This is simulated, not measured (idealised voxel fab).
process module | voxel transistor to metal
cross-section cut | 180 nm wide | cells 5 nm
A cross-section is a grid of square cells, given in bands from the top down. A band is one or more rows of cells.
Each band's line starts with the height of the band's top and of its bottom, in nm. Then come its materials from left to right, each with its width in nm. One material with "throughout" fills the band from edge to edge. "air" is empty space.
Height 0 is the level under which the wafer as received is all one material. The lowest band goes on downwards, as in "0 down".
A width such as "30 to 40" changes by the same amount from each row of cells to the next, from the band's top row to its bottom row.
"no change" after a step means that no cell of the cross-section changed.
closed voids: empty space of 8 cells or more with no open way to the top, each as width x height at its distance from the left edge, in nm
after a step's settings: what the simulator itself notes on the step
overlay nm, on a step with a mask: how far to the right of its planned place the mask lay; to the left if negative
plan
1 op RECEIVE | material Si
2 op CONFORMAL_DEP | material SiO2 | thk nm 5
3 op CONFORMAL_DEP | material SiN | thk nm 10
4 op MASKED_ETCH | tone cover | mask id ACTIVE | width nm 110 | etch materials SiN | depth nm 10 | overlay nm 0
5 op MASKED_ETCH | tone cover | mask id ACTIVE | width nm 110 | etch materials SiO2 | depth nm 5 | overlay nm 0
6 op MASKED_ETCH | tone cover | mask id ACTIVE | width nm 110 | etch materials Si | depth nm 30 | overlay nm 0
7 op OXIDIZE | depth nm 5
8 op FILL_DEP | material SiO2 | thk nm 5
9 op CMP | height nm 15
10 op SELECTIVE_ETCH | etch materials SiO2 | depth nm 10
11 op STRIP | etch materials SiN
12 op SELECTIVE_ETCH | etch materials SiO2 | depth nm 5
13 op OXIDIZE | depth nm 5
14 op DIRECTIONAL_DEP | material polySi | thk nm 20
15 op DIRECTIONAL_DEP | material SiCN | thk nm 10
16 op PATTERN | tone cover | mask id GATE | material resist | width nm 30 | thk nm 15 | overlay nm 0
17 op DIRECTIONAL_ETCH | etch materials SiCN | depth nm 20
18 op DIRECTIONAL_ETCH | etch materials polySi | depth nm 30
19 op STRIP | etch materials resist
20 op CONFORMAL_DEP | material SiN | thk nm 10
21 op DIRECTIONAL_ETCH | etch materials SiN | depth nm 10
22 op DIRECTIONAL_ETCH | etch materials SiO2 | depth nm 5
23 op EPI | material pSi | thk nm 5
24 op FILL_DEP | material SiO2 | thk nm 10
25 op CMP | height nm 20
26 op STRIP | etch materials polySi
27 op SELECTIVE_ETCH | etch materials SiO2 | depth nm 5
28 op CONFORMAL_DEP | material HfO2 | thk nm 5
29 op CONFORMAL_DEP | material TiN | thk nm 5
30 op FILL_DEP | material W | thk nm 10
31 op CMP | height nm 15
32 op DIRECTIONAL_DEP | material SiO2 | thk nm 10
33 op MASKED_ETCH | tone open | mask id CONTACT | width nm 20 | pitch nm 80 | etch materials SiO2 | depth nm 25 | overlay nm 0
34 op CONFORMAL_DEP | material TiN | thk nm 5
35 op FILL_DEP | material Ru | thk nm 5
36 op CMP | height nm 25
37 op CONFORMAL_DEP | material SiN | thk nm 5
38 op DIRECTIONAL_DEP | material lowk | thk nm 20
39 op DIRECTIONAL_DEP | material aC | thk nm 15
40 op PATTERN | tone open | mask id METAL_1 | material resist | width nm 20 | pitch nm 80 | thk nm 30 | overlay nm 0
41 op DIRECTIONAL_ETCH | etch materials aC | depth nm 15
42 op STRIP | etch materials resist
43 op DIRECTIONAL_ETCH | etch materials lowk | depth nm 20
44 op DIRECTIONAL_ETCH | etch materials SiN | depth nm 5
45 op STRIP | etch materials aC
46 op CONFORMAL_DEP | material TiN | thk nm 5
47 op FILL_DEP | material Cu | thk nm 5
48 op CMP | height nm 50
49 op CONFORMAL_DEP | material SiCN | thk nm 5
50 op DIRECTIONAL_DEP | material SiO2 | thk nm 30
51 op MASKED_ETCH | tone open | mask id METAL_2_HOLES | width nm 15 | pitch nm 80 | etch materials SiO2 | depth nm 30 | overlay nm 0
52 op MASKED_ETCH | tone open | mask id METAL_2 | width nm 20 | pitch nm 80 | etch materials SiO2 | depth nm 20 | overlay nm 0
53 op MASKED_ETCH | tone open | mask id METAL_2 | width nm 20 | pitch nm 80 | etch materials SiCN | depth nm 5 | overlay nm 0
54 op CONFORMAL_DEP | material TiN | thk nm 5
55 op FILL_DEP | material Ru | thk nm 10
56 op CMP | height nm 85
57 op CONFORMAL_DEP | material SiN | thk nm 5
as received, after step 1
  0 down: Si throughout
  closed voids: none
first wafer at the end, as planned
  90 to 85: SiN throughout
  85 to 70: SiO2 40 | TiN 5 | Ru 10 | TiN 5 | SiO2 60 | TiN 5 | Ru 10 | TiN 5 | SiO2 40
  70 to 65: SiO2 40 | TiN 5 | Ru 5 | TiN 10 | SiO2 60 | TiN 5 | Ru 5 | TiN 10 | SiO2 40
  65 to 55: SiO2 40 | TiN 5 | Ru 5 | TiN 5 | SiO2 65 | TiN 5 | Ru 5 | TiN 5 | SiO2 45
  55 to 50: SiCN 40 | TiN 15 | SiCN 65 | TiN 15 | SiCN 45
  50 to 30: lowk 40 | TiN 5 | Cu 10 | TiN 5 | lowk 60 | TiN 5 | Cu 10 | TiN 5 | lowk 40
  30 to 25: SiN 40 | TiN 20 | SiN 60 | TiN 20 | SiN 40
  25 to 15: SiO2 40 | TiN 5 | Ru 10 | TiN 5 | SiO2 60 | TiN 5 | Ru 10 | TiN 5 | SiO2 40
  15 to 5: SiO2 40 | TiN 5 | Ru 10 | TiN 5 | SiO2 5 | SiN 10 | HfO2 5 | TiN 5 | W 10 | TiN 5 | HfO2 5 | SiN 10 | SiO2 5 | TiN 5 | Ru 10 | TiN 5 | SiO2 40
  5 to 0: SiO2 40 | TiN 20 | SiO2 5 | SiN 10 | HfO2 5 | TiN 20 | HfO2 5 | SiN 10 | SiO2 5 | TiN 20 | SiO2 40
  0 to -5: SiO2 35 | pSi 30 | SiO2 5 | HfO2 40 | SiO2 5 | pSi 30 | SiO2 35
  -5 to -35: SiO2 40 | Si 100 | SiO2 40
  -35 down: Si throughout
  closed voids: none
second wafer at the end: like start, like plan, one mistake
  90 to 85: SiN throughout
  85 to 70: SiO2 40 | TiN 5 | Ru 10 | TiN 5 | SiO2 60 | TiN 5 | Ru 10 | TiN 5 | SiO2 40
  70 to 65: SiO2 40 | TiN 5 | Ru 5 | TiN 10 | SiO2 60 | TiN 5 | Ru 5 | TiN 10 | SiO2 40
  65 to 55: SiO2 40 | TiN 5 | Ru 5 | TiN 5 | SiO2 65 | TiN 5 | Ru 5 | TiN 5 | SiO2 45
  55 to 50: SiCN 40 | TiN 15 | SiCN 65 | TiN 15 | SiCN 45
  50 to 30: lowk 40 | TiN 5 | Cu 10 | TiN 5 | lowk 60 | TiN 5 | Cu 10 | TiN 5 | lowk 40
  30 to 25: SiN 40 | TiN 20 | SiN 60 | TiN 20 | SiN 40
  25 to 20: SiO2 40 | TiN 5 | Ru 10 | TiN 5 | SiO2 60 | TiN 5 | Ru 10 | TiN 5 | SiO2 40
  20 to 15: SiO2 40 | TiN 20 | SiO2 60 | TiN 20 | SiO2 40
  15 to 5: W 65 | TiN 5 | HfO2 5 | SiN 10 | SiO2 10 | SiN 10 | HfO2 5 | TiN 5 | W 65
  5 to 0: TiN 70 | HfO2 5 | SiN 10 | SiO2 10 | SiN 10 | HfO2 5 | TiN 70
  0 to -5: HfO2 80 | SiO2 5 | pSi 10 | SiO2 5 | HfO2 80
  -5 to -35: SiO2 40 | Si 100 | SiO2 40
  -35 down: Si throughout
  closed voids: none
what went wrong: step 16 ran as: op PATTERN | tone open | mask id GATE | material resist | width nm 30 | thk nm 15 | overlay nm 0
at the end the second wafer has, in cells: 24 more of HfO2 | 12 fewer of Ru | 62 fewer of SiO2 | 12 more of TiN | 48 more of W | 10 fewer of pSi
